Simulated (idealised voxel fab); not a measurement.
Documented hereafter: the process module known as voxel wiring stack.
Cross-sectional view cut (width: 230 nm; square cell size: 5 nm).
Throughout this document, each cross-section is represented as a grid of square cells and is presented as a sequence of bands enumerated from the top downward, where a band comprises one or more rows of cells.
A band entry consists of two parts. The first gives the height of the band's top and the height of its bottom, in nm. The rest lists the band's materials from left to right, each with its width in nm. A single material labelled with the word "throughout" fills the band from edge to edge, and the word "air" marks empty space.
Heights from 0 (as-received wafer is one material below). Bottom band endless downward, as "z 0 and below".
Note: "30..40" means the width goes from the first number (top row of the band) to the second number (bottom row) in equal steps per row of cells.
Key: "left unchanged" - step with no changed cell in the cross-section.
You'll see "Cavities, closed" listing empty spaces that have no way open to the top, as long as they're 8 cells or more; the notation is width x height at distance, where the distance is from the left edge, and all of it is in nm.
Heads up: the bit after the settings on a step's line is the simulator's remark on that step.
What "overlay nm" on a step's line means: if the step has a mask, that mask lay this far to the right of its planned place, or, when the value is negative, to the left.

Intended process steps
1: RECEIVE [material Si]
2: CONFORMAL_DEP [material SiO2] [thk nm 10]
3: DIRECTIONAL_DEP [material TiN] [thk nm 5]
4: DIRECTIONAL_DEP [material W] [thk nm 15]
5: MASKED_ETCH [tone cover] [mask id METAL_1] [width nm 30] [pitch nm 60] [etch materials W] [depth nm 15] [overlay nm 0]
6: MASKED_ETCH [tone cover] [mask id METAL_1] [width nm 30] [pitch nm 60] [etch materials TiN] [depth nm 5] [overlay nm 0]
7: FILL_DEP [material SiO2] [thk nm 5]
8: CMP [height nm 30]
9: CONFORMAL_DEP [material SiCN] [thk nm 5]
10: DIRECTIONAL_DEP [material SiO2] [thk nm 25]
11: DIRECTIONAL_DEP [material aC] [thk nm 10]
12: PATTERN [tone open] [mask id METAL_2_HOLES] [material resist] [width nm 15] [pitch nm 60] [thk nm 25] [overlay nm 0]
13: DIRECTIONAL_ETCH [etch materials aC] [depth nm 10]
14: STRIP [etch materials resist]
15: DIRECTIONAL_ETCH [etch materials SiO2] [depth nm 25]
16: STRIP [etch materials aC]
17: PATTERN [tone open] [mask id METAL_2] [material resist] [width nm 30] [pitch nm 60] [thk nm 20] [overlay nm 0]
18: DIRECTIONAL_ETCH [etch materials SiO2] [depth nm 15]
19: DIRECTIONAL_ETCH [etch materials SiCN] [depth nm 5]
20: STRIP [etch materials resist]
21: CONFORMAL_DEP [material TiN] [thk nm 5]
22: FILL_DEP [material Cu] [thk nm 5]
23: CMP [height nm 60]
24: CONFORMAL_DEP [material SiCN] [thk nm 5]

Cross-section: wafer on arrival = after step 1
* z 0 and below = Si throughout
* Cavities, closed: none

Below is the wafer in cross-section after the module was completed. It began from the starting point shown above and followed the plan shown above, except that one mistake was made while running it
* z 65 to 60 = SiCN throughout
* z 60 to 50 = SiO2 35, then TiN 5, then Cu 30, then TiN 5, then SiO2 20, then TiN 5, then Cu 30, then TiN 5, then SiO2 20, then TiN 5, then Cu 30, then TiN 5, then SiO2 35
* z 50 to 45 = SiO2 35, then TiN 10, then Cu 5, then TiN 25, then SiO2 20, then TiN 10, then Cu 5, then TiN 25, then SiO2 20, then TiN 10, then Cu 5, then TiN 25, then SiO2 35
* z 45 to 35 = SiO2 40, then TiN 5, then Cu 5, then TiN 5, then SiO2 45, then TiN 5, then Cu 5, then TiN 5, then SiO2 45, then TiN 5, then Cu 5, then TiN 5, then SiO2 55
* z 35 to 30 = SiCN 40, then TiN 15, then SiCN 45, then TiN 15, then SiCN 45, then TiN 15, then SiCN 55
* z 30 to 15 = SiO2 40, then W 30, then SiO2 30, then W 30, then SiO2 30, then W 30, then SiO2 40
* z 15 to 10 = SiO2 40, then TiN 30, then SiO2 30, then TiN 30, then SiO2 30, then TiN 30, then SiO2 40
* z 10 to 0 = SiO2 throughout
* z 0 and below = Si throughout
* Cavities, closed: none
Nonconformance to the process plan: step 17: run off-plan, actual operation and settings PATTERN [tone open] [mask id METAL_2] [material resist] [width nm 40] [pitch nm 60] [thk nm 20] [overlay nm 0]
